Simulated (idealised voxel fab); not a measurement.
process module | voxel self aligned vias
cross-section cut | 245 nm wide | cells 5 nm
A cross-section is a grid of square cells, given in bands from the top down. A band is one or more rows of cells.
Each band's line starts with the height of the band's top and of its bottom, in nm. Then come its materials from left to right, each with its width in nm. One material with "throughout" fills the band from edge to edge. "air" is empty space.
Height 0 is the level under which the wafer as received is all one material. The lowest band goes on downwards, as in "0 down".
A width such as "30 to 40" changes by the same amount from each row of cells to the next, from the band's top row to its bottom row.
"no change" after a step means that no cell of the cross-section changed.
closed voids: empty space of 8 cells or more with no open way to the top, each as width x height at its distance from the left edge, in nm
after a step's settings: what the simulator itself notes on the step
overlay nm, on a step with a mask: how far to the right of its planned place the mask lay; to the left if negative
plan
1 op RECEIVE | material Si
2 op CONFORMAL_DEP | material SiO2 | thk nm 10
3 op CONFORMAL_DEP | material SiCN | thk nm 5
4 op DIRECTIONAL_DEP | material lowk | thk nm 25
5 op MASKED_ETCH | tone open | mask id LINES | width nm 25 | pitch nm 60 | etch materials lowk | depth nm 25 | overlay nm 0
6 op CONFORMAL_DEP | material TiN | thk nm 5
7 op FILL_DEP | material W | thk nm 5
8 op CMP | height nm 40
9 op SELECTIVE_ETCH | etch materials W Ru TiN | depth nm 10
10 op FILL_DEP | material SiN | thk nm 5
11 op CMP | height nm 40
12 op DIRECTIONAL_DEP | material lowk | thk nm 20
13 op PATTERN | tone open | mask id VIAS | material resist | width nm 45 | pitch nm 60 | thk nm 20 | overlay nm 0
14 op DIRECTIONAL_ETCH | etch materials lowk | depth nm 20
15 op DIRECTIONAL_ETCH | etch materials SiN | depth nm 10
16 op STRIP | etch materials resist
17 op CONFORMAL_DEP | material TiN | thk nm 5
18 op FILL_DEP | material Ru | thk nm 5
19 op CMP | height nm 60
20 op CONFORMAL_DEP | material SiN | thk nm 5
as received, after step 1
  0 down: Si throughout
  closed voids: none
first wafer at the end, as planned
  65 to 60: SiN throughout
  60 to 45: lowk 70 | TiN 5 | Ru 35 | TiN 5 | lowk 15 | TiN 5 | Ru 35 | TiN 5 | lowk 70
  45 to 35: lowk 70 to 80 | TiN 15 to 5 | Ru 15 | TiN 15 to 5 | lowk 15 to 35 | TiN 15 to 5 | Ru 15 | TiN 15 to 5 | lowk 70 to 80
  35 to 30: lowk 80 | TiN 25 | lowk 35 | TiN 25 | lowk 80
  30 to 20: lowk 80 | TiN 5 | W 15 | TiN 5 | lowk 35 | TiN 5 | W 15 | TiN 5 | lowk 80
  20 to 15: lowk 80 | TiN 25 | lowk 35 | TiN 25 | lowk 80
  15 to 10: SiCN throughout
  10 to 0: SiO2 throughout
  0 down: Si throughout
  closed voids: none
second wafer at the end: like start, like plan, one mistake
  65 to 60: SiN throughout
  60 to 45: lowk 70 | TiN 5 | Ru 35 | TiN 5 | lowk 15 | TiN 5 | Ru 35 | TiN 5 | lowk 70
  45 to 40: lowk 70 | TiN 45 | lowk 15 | TiN 45 | lowk 70
  40 to 35: SiCN throughout
  35 to 10: lowk throughout
  10 to 0: SiO2 throughout
  0 down: Si throughout
  closed voids: none
what went wrong: steps 3 and 4 were swapped
at the end the second wafer has, in cells: 12 fewer of Ru | 26 fewer of TiN | 12 fewer of W | 50 more of lowk
